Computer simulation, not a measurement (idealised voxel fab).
The name of this process module is voxel tone inversion.
Section cut is 175 nm wide and gridded with 5 nm square cells.
The cross-sections in this document take the form of a grid made of square cells. They are written out as bands, in order from top to bottom. Each band consists of one or more rows of cells.
This entry defines a band. It first specifies the height of the band's top and the height of its bottom in nm, and then specifies the band's materials from left to right, stating each material with its width in nm. The word "edge to edge" identifies a single material that fills the band from edge to edge, while the word "air" identifies empty space.
Basically, 0 is our baseline, since under it the wafer straight out of the box is all one material. The bottom band has no lower end and keeps on going down, so it looks like "0 nm and below".
Think of "30..40" as a width that walks from the first number to the second as you go down the band, top row to bottom row, taking equal-sized steps from row to row.
Basically "left unchanged" means that step didn't change any cell in the cross-section.
So "Enclosed cavities" is basically the list of trapped voids: any empty space of 8 cells or more that can't reach the top through an opening. They're written width x height at distance, the distance being from the left edge, and it's all nm.
Where a step's line continues beyond its settings, the continuation is a remark by the simulator itself on that step.
overlay nm, on a step with a mask: how far to the right of its planned place the mask lay; to the left if negative

-- The planned process steps are enumerated hereunder
step 1: RECEIVE (material Si)
step 2: CONFORMAL_DEP (material SiCN; thk nm 10)
step 3: DIRECTIONAL_DEP (material polySi; thk nm 25)
step 4: PATTERN (tone cover; mask id POSTS; material resist; width nm 25; pitch nm 45; thk nm 30; overlay nm 0)
step 5: DIRECTIONAL_ETCH (etch materials polySi; depth nm 25)
step 6: STRIP (etch materials resist)
step 7: FILL_DEP (material lowk; thk nm 5)
step 8: CMP (height nm 35)
step 9: STRIP (etch materials polySi)

-- So, the first of our two wafers, run just as we planned it

-- As-received state of the wafer in cross-section, equivalent to post-step 1
	0 nm and below | Si edge to edge
	Enclosed cavities: none

-- Presented here is a cross-section of the wafer after step 2 has been performed
	10 nm to 0 nm | SiCN edge to edge
	Rest of section, below 0: as before.

-- Presented here is a cross-section of the wafer after step 3 has been performed
	35 nm to 10 nm | polySi edge to edge
	Rest of section, below 10: as before.

-- Presented here is a cross-section of the wafer after step 4 has been performed
	65 nm to 35 nm | air: 30 / resist: 25 / air: 20 / resist: 25 / air: 20 / resist: 25 / air: 30
	Rest of section, below 35: as before.

-- Presented here is a cross-section of the wafer after step 5 has been performed
	65 nm to 35 nm | air: 30 / resist: 25 / air: 20 / resist: 25 / air: 20 / resist: 25 / air: 30
	35 nm to 10 nm | air: 30 / polySi: 25 / air: 20 / polySi: 25 / air: 20 / polySi: 25 / air: 30
	Rest of section, below 10: as before.

-- Presented here is a cross-section of the wafer after step 6 has been performed
	35 nm to 10 nm | air: 30 / polySi: 25 / air: 20 / polySi: 25 / air: 20 / polySi: 25 / air: 30
	Rest of section, below 10: as before.

-- Presented here is a cross-section of the wafer after step 7 has been performed
	40 nm to 35 nm | lowk edge to edge
	35 nm to 10 nm | lowk: 30 / polySi: 25 / lowk: 20 / polySi: 25 / lowk: 20 / polySi: 25 / lowk: 30
	Rest of section, below 10: as before.

-- Presented here is a cross-section of the wafer after step 8 has been performed
	35 nm to 10 nm | lowk: 30 / polySi: 25 / lowk: 20 / polySi: 25 / lowk: 20 / polySi: 25 / lowk: 30
	Rest of section, below 10: as before.

-- Presented here is a cross-section of the wafer after step 9 has been performed
	35 nm to 10 nm | lowk: 30 / air: 25 / lowk: 20 / air: 25 / lowk: 20 / air: 25 / lowk: 30
	Rest of section, below 10: as before.

-- Wafer two of the pair: same origin, same plan, one error during the run; identical to wafer one up to and including step 3

-- Second wafer: cross-section at the scheduled end of step 4
	65 nm to 35 nm | resist: 30 / air: 25 / resist: 20 / air: 25 / resist: 20 / air: 25 / resist: 30
	Rest of section, below 35: as before.

-- Second wafer: cross-section at the scheduled end of step 5
	65 nm to 35 nm | resist: 30 / air: 25 / resist: 20 / air: 25 / resist: 20 / air: 25 / resist: 30
	35 nm to 10 nm | polySi: 30 / air: 25 / polySi: 20 / air: 25 / polySi: 20 / air: 25 / polySi: 30
	Rest of section, below 10: as before.

-- Second wafer: cross-section at the scheduled end of step 6
	35 nm to 10 nm | polySi: 30 / air: 25 / polySi: 20 / air: 25 / polySi: 20 / air: 25 / polySi: 30
	Rest of section, below 10: as before.

-- Second wafer: cross-section at the scheduled end of step 7
	40 nm to 35 nm | lowk edge to edge
	35 nm to 10 nm | polySi: 30 / lowk: 25 / polySi: 20 / lowk: 25 / polySi: 20 / lowk: 25 / polySi: 30
	Rest of section, below 10: as before.

-- Second wafer: cross-section at the scheduled end of step 8
	35 nm to 10 nm | polySi: 30 / lowk: 25 / polySi: 20 / lowk: 25 / polySi: 20 / lowk: 25 / polySi: 30
	Rest of section, below 10: as before.

-- Second wafer: cross-section at the scheduled end of step 9
	35 nm to 10 nm | air: 30 / lowk: 25 / air: 20 / lowk: 25 / air: 20 / lowk: 25 / air: 30
	Rest of section, below 10: as before.
What broke from the plan during processing? for step 4, the planned setting was not used; the step was instead run as PATTERN (tone open; mask id POSTS; material resist; width nm 25; pitch nm 45; thk nm 30; overlay nm 0)
at the end the second wafer has, in cells: lowk -25
